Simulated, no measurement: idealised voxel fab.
Process module heading - voxel lift off
This is section cut - it's 195 nm across, gridded in 5 nm square cells.
A cross-section is written here as square cells arranged in a grid, and it is given in bands from the top down, each band taking up one or more rows of cells. In this notation a band is specified by the heights of its top and bottom, in that order and in nm, after which its materials appear from left to right, each paired with its width in nm. The word "edge to edge" attached to a single material means that material fills the band from edge to edge; the word "air" stands for empty space. Basically, 0 is our baseline, since under it the wafer straight out of the box is all one material. The bottom band has no lower end and keeps on going down, so it looks like "top 0, no bottom". The width entry "30 to 40" should be interpreted row by row: the top row of cells in the band takes the first number, the bottom row takes the second number, and the change between adjacent rows is uniform throughout. "no alteration" -> step changed no cross-section cell. Entry "Unvented internal voids". Content: empty spaces with no open connection to the top, size 8 cells or greater. Each: width x height at distance. Distance: from left edge. Unit: nm. Text after the settings on a step's line: the simulator's own remark on that step. The line of a step may include "overlay nm". On a step with a mask, this value is how far to the right of its planned place the mask lay. A negative value means the mask lay to the left.
## The planned process steps are enumerated hereunder
| 1 | op RECEIVE | material Si |
| 2 | op CONFORMAL_DEP | material SiN | thk nm 10 |
| 3 | op PATTERN | tone open | mask id LINES | material resist | width nm 15 | pitch nm 45 | thk nm 20 | overlay nm 0 |
| 4 | op DIRECTIONAL_DEP | material Ru | thk nm 5 |
| 5 | op STRIP | etch materials resist |
| 6 | op CONFORMAL_DEP | material SiCN | thk nm 5 |
Across this set of wafers, the varied parameter is the width nm of step 3. Starting conditions are identical for every wafer, and the plan reports the value assigned to the first wafer.
## Cross-section of the first of several received wafers, showing its state after step 1
> top 0, no bottom = Si edge to edge
> Unvented internal voids: none
## Once step 6, the last step, is complete, the module is at its end; this is the cross-section of the first of several wafers
> top 20, bottom 15 = air (15)  SiCN (25)  air (20)  SiCN (25)  air (20)  SiCN (25)  air (20)  SiCN (25)  air (20)
> top 15, bottom 10 = SiCN (20)  Ru (15)  SiCN (30)  Ru (15)  SiCN (30)  Ru (15)  SiCN (30)  Ru (15)  SiCN (25)
> top 10, bottom 0 = SiN edge to edge
> top 0, no bottom = Si edge to edge
> Unvented internal voids: none
## X-section, last wafer, module end
> top 20, bottom 15 = air (10)  SiCN (40)  air (5)  SiCN (40)  air (5)  SiCN (40)  air (5)  SiCN (40)  air (10)
> top 15, bottom 10 = SiCN (15)  Ru (30)  SiCN (15)  Ru (30)  SiCN (15)  Ru (30)  SiCN (15)  Ru (30)  SiCN (15)
> top 10, bottom 0 = SiN edge to edge
> top 0, no bottom = Si edge to edge
> Unvented internal voids: none
## Where each wafer stands at the end of the module, a row apiece: cells of each material gained (+) or lost (-) since it was received, then closed voids
width nm 15, +12 Ru, +47 SiCN, +78 SiN, Unvented internal voids: none
width nm 20, +16 Ru, +47 SiCN, +78 SiN, Unvented internal voids: none
width nm 25, +20 Ru, +47 SiCN, +78 SiN, Unvented internal voids: none
width nm 30, +24 Ru, +47 SiCN, +78 SiN, Unvented internal voids: none
